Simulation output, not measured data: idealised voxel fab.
This section sets out a process module, namely voxel lift off.
This is section cut - it's 170 nm across, gridded in 5 nm square cells.
If you're reading a cross-section in this doc, picture square cells in a grid; it comes to you as bands, top ones listed first down to the bottom, and a band can be one or more rows of cells. Band entry format. Leading values: height of top, height of bottom, nm. Remainder: materials in left-to-right order, each with its width in nm. Special words: "full width" on a single material, which then fills the band edge to edge; "empty", empty space. Heights are reckoned from 0. Under this level, the received wafer is all of one material. The bottommost band is open-ended downward, for example "from 0 down". The expression "30..40" gives the width at the extremes of the band, the first number at its top row of cells and the second at its bottom row, with the width changing by equal amounts from each row to the next in between. A step reported as "remains unaltered" is a step in which no cell of the cross-section changed. "Unvented cavities" enumerates empty spaces isolated from the top, with no open way to it, that contain at least 8 cells, giving each as width x height at distance from the left edge, all three in nm. Step line, after settings: the simulator's comment on this step. overlay nm: step with mask; distance mask lay right of planned place; negative value = left of planned place.
The following list gives the planned process steps
1) op RECEIVE | material Si
2) op CONFORMAL_DEP | material SiO2 | thk nm 5
3) op PATTERN | tone open | mask id LINES | material resist | width nm 30 | pitch nm 60 | thk nm 25 | overlay nm 0
4) op DIRECTIONAL_DEP | material Ru | thk nm 15
5) op STRIP | etch materials resist
6) op CONFORMAL_DEP | material SiCN | thk nm 5
Wafer as received: cross-section following step 1
	from 0 down | Si full width
	Unvented cavities: none
First wafer of two, sectioned at end of module; run went per plan
	from 25 to 20 | empty 35 nm, then SiCN 40 nm, then empty 20 nm, then SiCN 40 nm, then empty 35 nm
	from 20 to 10 | empty 35 nm, then SiCN 5 nm, then Ru 30 nm, then SiCN 5 nm, then empty 20 nm, then SiCN 5 nm, then Ru 30 nm, then SiCN 5 nm, then empty 35 nm
	from 10 to 5 | SiCN 40 nm, then Ru 30 nm, then SiCN 30 nm, then Ru 30 nm, then SiCN 40 nm
	from 5 to 0 | SiO2 full width
	from 0 down | Si full width
	Unvented cavities: none
The second wafer, shown in cross-section after the module: started the same way as the first and given the same plan, yet one mistake crept into how it was run
	from 20 to 15 | empty 35 nm, then SiCN 40 nm, then empty 20 nm, then SiCN 40 nm, then empty 35 nm
	from 15 to 5 | empty 35 nm, then SiCN 5 nm, then Ru 30 nm, then SiCN 5 nm, then empty 20 nm, then SiCN 5 nm, then Ru 30 nm, then SiCN 5 nm, then empty 35 nm
	from 5 to 0 | SiCN 40 nm, then Ru 30 nm, then SiCN 30 nm, then Ru 30 nm, then SiCN 40 nm
	from 0 down | Si full width
	Unvented cavities: none
In executing the process, a mistake was made relative to the plan: step 2 of the plan: omitted, not performed
Final cells, second wafer relative to first, materials higher or lower: SiO2 -34
